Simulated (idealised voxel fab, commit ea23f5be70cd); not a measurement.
Proc. module: voxel released beams
We display cut, a cross-section 210 nm in width whose square cells are each 5 nm.
Cross-section layout: square cells on a grid; listed as bands, top to bottom; a band spans one or more cell rows. Each band's line starts with the height of the band's top and of its bottom, in nm. Then come its materials from left to right, each with its width in nm. One material with "full width" fills the band from edge to edge. "empty" is empty space. Ref level 0: as-received wafer is one material below here. Bottom band extends down with no lower bound ("from 0 down"). The expression "30..40" gives the width at the extremes of the band, the first number at its top row of cells and the second at its bottom row, with the width changing by equal amounts from each row to the next in between. Take "remained unchanged" at face value: in the step it is given for, the cross-section changed in none of its cells. "Enclosed internal cavities" specifies each empty space that is not open to the top and that occupies no fewer than 8 cells, using the form width x height at distance, the distance measured from the left edge and all three quantities in nm. Post-settings text on a step line: simulator's own remark regarding the step. overlay nm: where the mask lay relative to plan, measured to the right, on steps with a mask; negatives go left.
**Planned process steps**
1 RECEIVE with material Si
2 CONFORMAL_DEP with material SiN, thk nm 5
3 DIRECTIONAL_DEP with material SiO2, thk nm 10
4 DIRECTIONAL_DEP with material aC, thk nm 15
5 PATTERN with tone open, mask id ANCHOR, material resist, width nm 35, thk nm 35, overlay nm 0
6 DIRECTIONAL_ETCH with etch materials aC, depth nm 15
7 STRIP with etch materials resist
8 DIRECTIONAL_ETCH with etch materials SiO2, depth nm 10
9 STRIP with etch materials aC
10 CONFORMAL_DEP with material W, thk nm 15
11 DIRECTIONAL_DEP with material aC, thk nm 15
12 PATTERN with tone cover, mask id BEAM, material resist, width nm 120, thk nm 30, overlay nm 0
13 DIRECTIONAL_ETCH with etch materials aC, depth nm 15
14 STRIP with etch materials resist
15 DIRECTIONAL_ETCH with etch materials W, depth nm 15
16 STRIP with etch materials aC
17 STRIP with etch materials SiO2
**Cross-section, incoming material, after step 1**
- from 0 down | Si full width
- Enclosed internal cavities: none
**End-of-module cross-section. Starting structure and process plan as above; one mistake made in running it**
- from 20 to 10 | empty: 40..45 / W: 10..5 / empty: 25 / W: 85..5 / empty: 50..130
- from 10 to 5 | empty: 45 / W: 35 / empty: 130
- from 5 to 0 | SiN full width
- from 0 down | Si full width
- Enclosed internal cavities: none
Heads up, the wafer didn't run the way we planned it: step 10 was run on a setting that differed from the plan, and what really ran there is CONFORMAL_DEP with material W, thk nm 5
